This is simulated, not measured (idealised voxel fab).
The following process module bears the name voxel released beams.
cross-section cut | 180 nm wide | cells 5 nm
Each cross-section below is a grid of square cells, stated as bands in top-down order, with one or more rows of cells making up each band.
This entry defines a band. It first specifies the height of the band's top and the height of its bottom in nm, and then specifies the band's materials from left to right, stating each material with its width in nm. The word "throughout" identifies a single material that fills the band from edge to edge, while the word "air" identifies empty space.
Convention: height 0 is the level below which the wafer, as received, is all one material. The lowest band does not terminate at the bottom but continues downward, represented as "from 0 down".
Width spec "30->40" -> top row of cells at first value, bottom row at second value, equal per-row change in between.
Step note "remained unchanged" = no cross-section cell changed.
"Sealed void listing" contains a list of empty spaces, each no smaller than 8 cells and without an open way to the top, written in the form width x height at distance with the distance from the left edge and all three in nm.
That trailing text on a step's line, after the settings, is the simulator's own remark on the step.
overlay nm: mask right of planned place by this much (step with mask). Neg. = left.

The steps planned for the process are as follows
1 op RECEIVE | material Si
2 op CONFORMAL_DEP | material SiN | thk nm 10
3 op DIRECTIONAL_DEP | material SiO2 | thk nm 15
4 op PATTERN | tone open | mask id ANCHOR | material resist | width nm 35 | thk nm 20 | overlay nm 0
5 op DIRECTIONAL_ETCH | etch materials SiO2 | depth nm 15
6 op STRIP | etch materials resist
7 op CONFORMAL_DEP | material polySi | thk nm 10
8 op PATTERN | tone cover | mask id BEAM | material resist | width nm 110 | thk nm 15 | overlay nm 0
9 op DIRECTIONAL_ETCH | etch materials polySi | depth nm 10
10 op STRIP | etch materials resist
11 op STRIP | etch materials SiO2

As received (post step 1): cross-section
* from 0 down = Si throughout
* Sealed void listing: none

Wafer cross-section at module end: first of two, run to plan
* from 35 to 25 = air 30 nm, polySi 15 nm, air 15 nm, polySi 80 nm, air 40 nm
* from 25 to 20 = air 35 nm, polySi 10 nm, air 15 nm, polySi 10 nm, air 110 nm
* from 20 to 10 = air 35 nm, polySi 35 nm, air 110 nm
* from 10 to 0 = SiN throughout
* from 0 down = Si throughout
* Sealed void listing: none

End of module, second wafer, cross-section. Started like the first, planned like the first, run with one mistake
* from 35 to 25 = air 30 nm, polySi 50 nm, air 100 nm
* from 25 to 20 = air 25 nm, polySi 10 nm, SiO2 35 nm, polySi 10 nm, air 100 nm
* from 20 to 10 = air 25 nm, polySi 10 nm, SiO2 35 nm, polySi 70 nm, air 40 nm
* from 10 to 0 = SiN throughout
* from 0 down = Si throughout
* Sealed void listing: none
Misprocessing identified: for step 4, the planned setting was not used; the step was instead run as op PATTERN | tone cover | mask id ANCHOR | material resist | width nm 35 | thk nm 20 | overlay nm 0
End of process, cell counts, second wafer against first, materials with more or fewer: +21 SiO2
